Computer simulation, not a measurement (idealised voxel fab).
Process module heading - voxel lift off
Displayed cross-section: cut, width of 265 nm, square cells sized 5 nm.
In this document a cross-section is written as a grid of square cells. It is given as a series of bands, listed from the top down, and a band is one or more rows of cells. The band entry comprises the height of the band's top followed by the height of its bottom, expressed in nm, and subsequently the band's materials from left to right, each stated together with its width in nm. Where a single material is marked with the word "throughout", that material fills the band from edge to edge. The word "blank" represents empty space. Zero point of the height axis is 0; under it, received wafer = one material. Lowest band: continues down indefinitely, "0..down". Note: "30->40" means the width goes from the first number (top row of the band) to the second number (bottom row) in equal steps per row of cells. Where the words "no modification" appear for a step, the cross-section shows no cell changed by that step; every cell remained as before. Any empty space of 8 cells or more lacking an open way to the top shows up in "Sealed internal cavities" as width x height at distance, distance from the left edge, in nm. Anything after a step's settings on that line? It's the simulator's own note about the step. What "overlay nm" on a step's line means: if the step has a mask, that mask lay this far to the right of its planned place, or, when the value is negative, to the left.

**Process steps foreseen in the plan**
1) RECEIVE [material Si]
2) CONFORMAL_DEP [material SiO2] [thk nm 5]
3) PATTERN [tone open] [mask id LINES] [material resist] [width nm 20] [pitch nm 50] [thk nm 30] [overlay nm 0]
4) DIRECTIONAL_DEP [material Ru] [thk nm 15]
5) STRIP [etch materials resist]
6) CONFORMAL_DEP [material SiO2] [thk nm 5]

**The following pertains to the first of two wafers, which was processed as planned**

**The cross-section here shows the wafer as received, i.e. in its state after step 1**
> 0..down  Si throughout
> Sealed internal cavities: none

**The following cross-section depicts the wafer upon completion of step 2**
> 5..0  SiO2 throughout
> Below a height of 0, the structure has not been altered.

**The following cross-section depicts the wafer upon completion of step 3**
> 35..5  95 resist  20 blank  30 resist  20 blank  100 resist
> Below a height of 5, the structure has not been altered.

**The following cross-section depicts the wafer upon completion of step 4**
> 50..35  95 Ru  20 blank  30 Ru  20 blank  100 Ru
> 35..20  95 resist  20 blank  30 resist  20 blank  100 resist
> 20..5  95 resist  20 Ru  30 resist  20 Ru  100 resist
> Below a height of 5, the structure has not been altered.

**The following cross-section depicts the wafer upon completion of step 5**
> 20..5  95 blank  20 Ru  30 blank  20 Ru  100 blank
> Below a height of 5, the structure has not been altered.

**The following cross-section depicts the wafer upon completion of step 6**
> 25..20  90 blank  30 SiO2  20 blank  30 SiO2  95 blank
> 20..10  90 blank  5 SiO2  20 Ru  5 SiO2  20 blank  5 SiO2  20 Ru  5 SiO2  95 blank
> 10..5  95 SiO2  20 Ru  30 SiO2  20 Ru  100 SiO2
> Below a height of 5, the structure has not been altered.

**Regarding the second of the two wafers: it shared the first wafer's starting condition and process plan, yet one error occurred during its execution. Its history coincides with that of the first wafer up to and including step 2**

**Cross-section of the second wafer at the time step 3 of the plan should have ended**
> 35..5  85 resist  20 blank  30 resist  20 blank  110 resist
> Below a height of 5, the structure has not been altered.

**Cross-section of the second wafer at the time step 4 of the plan should have ended**
> 50..35  85 Ru  20 blank  30 Ru  20 blank  110 Ru
> 35..20  85 resist  20 blank  30 resist  20 blank  110 resist
> 20..5  85 resist  20 Ru  30 resist  20 Ru  110 resist
> Below a height of 5, the structure has not been altered.

**Cross-section of the second wafer at the time step 5 of the plan should have ended**
> 20..5  85 blank  20 Ru  30 blank  20 Ru  110 blank
> Below a height of 5, the structure has not been altered.

**Cross-section of the second wafer at the time step 6 of the plan should have ended**
> 25..20  80 blank  30 SiO2  20 blank  30 SiO2  105 blank
> 20..10  80 blank  5 SiO2  20 Ru  5 SiO2  20 blank  5 SiO2  20 Ru  5 SiO2  105 blank
> 10..5  85 SiO2  20 Ru  30 SiO2  20 Ru  110 SiO2
> Below a height of 5, the structure has not been altered.
Finding, execution versus plan: contrary to plan, step 3 was performed as PATTERN [tone open] [mask id LINES] [material resist] [width nm 20] [pitch nm 50] [thk nm 30] [overlay nm -10]
End check, second vs first wafer: material counts in cells match, positions do not.
